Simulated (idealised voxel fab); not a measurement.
Documented hereafter: the process module known as voxel self aligned contacts.
Cross-section cut spans 195 nm and uses square cells 5 nm in size.
Format of a cross-section: grid, square cells. Given as bands. Order: top down. Band: one or more rows of cells.
It is stipulated that each band's entry specify, in nanometres, the height of the top of the band and then that of its bottom, followed by the materials of the band in left-to-right sequence, each together with its width in nanometres. A single material marked by the word "edge to edge" is understood to fill the band from edge to edge; the word "air" is understood to denote empty space.
Height 0 is the level under which the wafer as received is all one material. The lowest band goes on downwards, as in "0 nm and below".
So if you see something like "30..40" for the width, read it as the top row of the band sitting at the first number and the bottom row at the second, with every row in between moving by the same amount as the last.
The cross-section has no changed cell in any step marked "no change occurred".
Entry "Completely sealed voids". Content: empty spaces with no open connection to the top, size 8 cells or greater. Each: width x height at distance. Distance: from left edge. Unit: nm.
Where a step's line continues beyond its settings, the continuation is a remark by the simulator itself on that step.
Each step line may optionally specify "overlay nm", which for a step with a mask gives the rightward distance between the mask's planned place and where it lay, a negative value indicating the leftward direction.

This section lists the process steps that were planned:
1) op RECEIVE | material Si
2) op OXIDIZE | depth nm 5
3) op DIRECTIONAL_DEP | material polySi | thk nm 20
4) op DIRECTIONAL_DEP | material SiN | thk nm 20
5) op MASKED_ETCH | tone cover | mask id GATE | width nm 35 | pitch nm 65 | etch materials SiN | depth nm 20 | overlay nm 0
6) op MASKED_ETCH | tone cover | mask id GATE | width nm 35 | pitch nm 65 | etch materials polySi | depth nm 20 | overlay nm 0
7) op CONFORMAL_DEP | material SiN | thk nm 5
8) op DIRECTIONAL_ETCH | etch materials SiN | depth nm 5
9) op FILL_DEP | material SiO2 | thk nm 20
10) op CMP | height nm 50
11) op MASKED_ETCH | tone open | mask id CONTACT | width nm 50 | etch materials SiO2 | depth nm 55 | overlay nm 0
12) op CONFORMAL_DEP | material TiN | thk nm 5
13) op FILL_DEP | material W | thk nm 10
14) op CMP | height nm 50
15) op CONFORMAL_DEP | material SiCN | thk nm 5

First wafer of two (run as planned):

Cross-sectional view of the wafer in its as-received condition, corresponding to the state after step 1:
	0 nm and below = Si edge to edge
	Completely sealed voids: none

Wafer xsec, post step 2:
	0 nm to -5 nm = SiO2 edge to edge
	Under the height -5 nothing was changed.

Wafer xsec, post step 3:
	20 nm to 0 nm = polySi edge to edge
	Under the height 0 nothing was changed.

Wafer xsec, post step 4:
	40 nm to 20 nm = SiN edge to edge
	Under the height 20 nothing was changed.

Wafer xsec, post step 5:
	40 nm to 20 nm = air (45), then SiN (35), then air (30), then SiN (35), then air (50)
	Under the height 20 nothing was changed.

Wafer xsec, post step 6:
	40 nm to 20 nm = air (45), then SiN (35), then air (30), then SiN (35), then air (50)
	20 nm to 0 nm = air (45), then polySi (35), then air (30), then polySi (35), then air (50)
	Under the height 0 nothing was changed.

Wafer xsec, post step 7:
	45 nm to 20 nm = air (40), then SiN (45), then air (20), then SiN (45), then air (45)
	20 nm to 5 nm = air (40), then SiN (5), then polySi (35), then SiN (5), then air (20), then SiN (5), then polySi (35), then SiN (5), then air (45)
	5 nm to 0 nm = SiN (45), then polySi (35), then SiN (30), then polySi (35), then SiN (50)
	Under the height 0 nothing was changed.

Wafer xsec, post step 8:
	40 nm to 20 nm = air (40), then SiN (45), then air (20), then SiN (45), then air (45)
	20 nm to 0 nm = air (40), then SiN (5), then polySi (35), then SiN (5), then air (20), then SiN (5), then polySi (35), then SiN (5), then air (45)
	Under the height 0 nothing was changed.

Wafer xsec, post step 9:
	60 nm to 40 nm = SiO2 edge to edge
	40 nm to 20 nm = SiO2 (40), then SiN (45), then SiO2 (20), then SiN (45), then SiO2 (45)
	20 nm to 0 nm = SiO2 (40), then SiN (5), then polySi (35), then SiN (5), then SiO2 (20), then SiN (5), then polySi (35), then SiN (5), then SiO2 (45)
	Under the height 0 nothing was changed.

Wafer xsec, post step 10:
	50 nm to 40 nm = SiO2 edge to edge
	Under the height 40 nothing was changed.

Wafer xsec, post step 11:
	50 nm to 40 nm = SiO2 (70), then air (50), then SiO2 (75)
	40 nm to 20 nm = SiO2 (40), then SiN (45), then air (20), then SiN (45), then SiO2 (45)
	20 nm to 0 nm = SiO2 (40), then SiN (5), then polySi (35), then SiN (5), then air (20), then SiN (5), then polySi (35), then SiN (5), then SiO2 (45)
	0 nm to -5 nm = SiO2 (85), then air (20), then SiO2 (90)
	Under the height -5 nothing was changed.

Wafer xsec, post step 12:
	55 nm to 50 nm = TiN (75), then air (40), then TiN (80)
	50 nm to 40 nm = SiO2 (70), then TiN (5..20), then air (40..10), then TiN (5..20), then SiO2 (75)
	40 nm to 20 nm = SiO2 (40), then SiN (45), then TiN (5), then air (10), then TiN (5), then SiN (45), then SiO2 (45)
	20 nm to 0 nm = SiO2 (40), then SiN (5), then polySi (35), then SiN (5), then TiN (5), then air (10), then TiN (5), then SiN (5), then polySi (35), then SiN (5), then SiO2 (45)
	0 nm to -5 nm = SiO2 (85), then TiN (20), then SiO2 (90)
	Under the height -5 nothing was changed.

Wafer xsec, post step 13:
	65 nm to 55 nm = W edge to edge
	55 nm to 50 nm = TiN (75), then W (40), then TiN (80)
	50 nm to 40 nm = SiO2 (70), then TiN (5..20), then W (40..10), then TiN (5..20), then SiO2 (75)
	40 nm to 20 nm = SiO2 (40), then SiN (45), then TiN (5), then W (10), then TiN (5), then SiN (45), then SiO2 (45)
	20 nm to 0 nm = SiO2 (40), then SiN (5), then polySi (35), then SiN (5), then TiN (5), then W (10), then TiN (5), then SiN (5), then polySi (35), then SiN (5), then SiO2 (45)
	Under the height 0 nothing was changed.

Wafer xsec, post step 14:
	50 nm to 40 nm = SiO2 (70), then TiN (5..20), then W (40..10), then TiN (5..20), then SiO2 (75)
	Under the height 40 nothing was changed.

Wafer xsec, post step 15:
	55 nm to 50 nm = SiCN edge to edge
	Under the height 50 nothing was changed.

Wafer two. Same start, same plan, one slip in execution. Same as wafer one through step 10, inclusive:

Second wafer shown in cross-section at the time step 11 was slated to end:
	50 nm to 40 nm = SiO2 (80), then air (50), then SiO2 (65)
	40 nm to 20 nm = SiO2 (40), then SiN (45), then air (20), then SiN (45), then SiO2 (45)
	20 nm to 0 nm = SiO2 (40), then SiN (5), then polySi (35), then SiN (5), then air (20), then SiN (5), then polySi (35), then SiN (5), then SiO2 (45)
	0 nm to -5 nm = SiO2 (85), then air (20), then SiO2 (90)
	Under the height -5 nothing was changed.

Second wafer shown in cross-section at the time step 12 was slated to end:
	55 nm to 50 nm = TiN (85), then air (40), then TiN (70)
	50 nm to 40 nm = SiO2 (80), then TiN (5..10), then air (40..10), then TiN (5..30), then SiO2 (65)
	40 nm to 20 nm = SiO2 (40), then SiN (45), then TiN (5), then air (10), then TiN (5), then SiN (45), then SiO2 (45)
	20 nm to 0 nm = SiO2 (40), then SiN (5), then polySi (35), then SiN (5), then TiN (5), then air (10), then TiN (5), then SiN (5), then polySi (35), then SiN (5), then SiO2 (45)
	0 nm to -5 nm = SiO2 (85), then TiN (20), then SiO2 (90)
	Under the height -5 nothing was changed.

Second wafer shown in cross-section at the time step 13 was slated to end:
	65 nm to 55 nm = W edge to edge
	55 nm to 50 nm = TiN (85), then W (40), then TiN (70)
	50 nm to 40 nm = SiO2 (80), then TiN (5..10), then W (40..10), then TiN (5..30), then SiO2 (65)
	40 nm to 20 nm = SiO2 (40), then SiN (45), then TiN (5), then W (10), then TiN (5), then SiN (45), then SiO2 (45)
	20 nm to 0 nm = SiO2 (40), then SiN (5), then polySi (35), then SiN (5), then TiN (5), then W (10), then TiN (5), then SiN (5), then polySi (35), then SiN (5), then SiO2 (45)
	Under the height 0 nothing was changed.

Second wafer shown in cross-section at the time step 14 was slated to end:
	50 nm to 40 nm = SiO2 (80), then TiN (5..10), then W (40..10), then TiN (5..30), then SiO2 (65)
	Under the height 40 nothing was changed.

Second wafer shown in cross-section at the time step 15 was slated to end:
	55 nm to 50 nm = SiCN edge to edge
	Under the height 50 nothing was changed.
The plan and the run diverged here: in deviation from the planned setting, step 11 was conducted as op MASKED_ETCH | tone open | mask id CONTACT | width nm 50 | etch materials SiO2 | depth nm 55 | overlay nm 10
Heads up: at the end the two wafers have identical cell counts per material, they're just laid out differently.
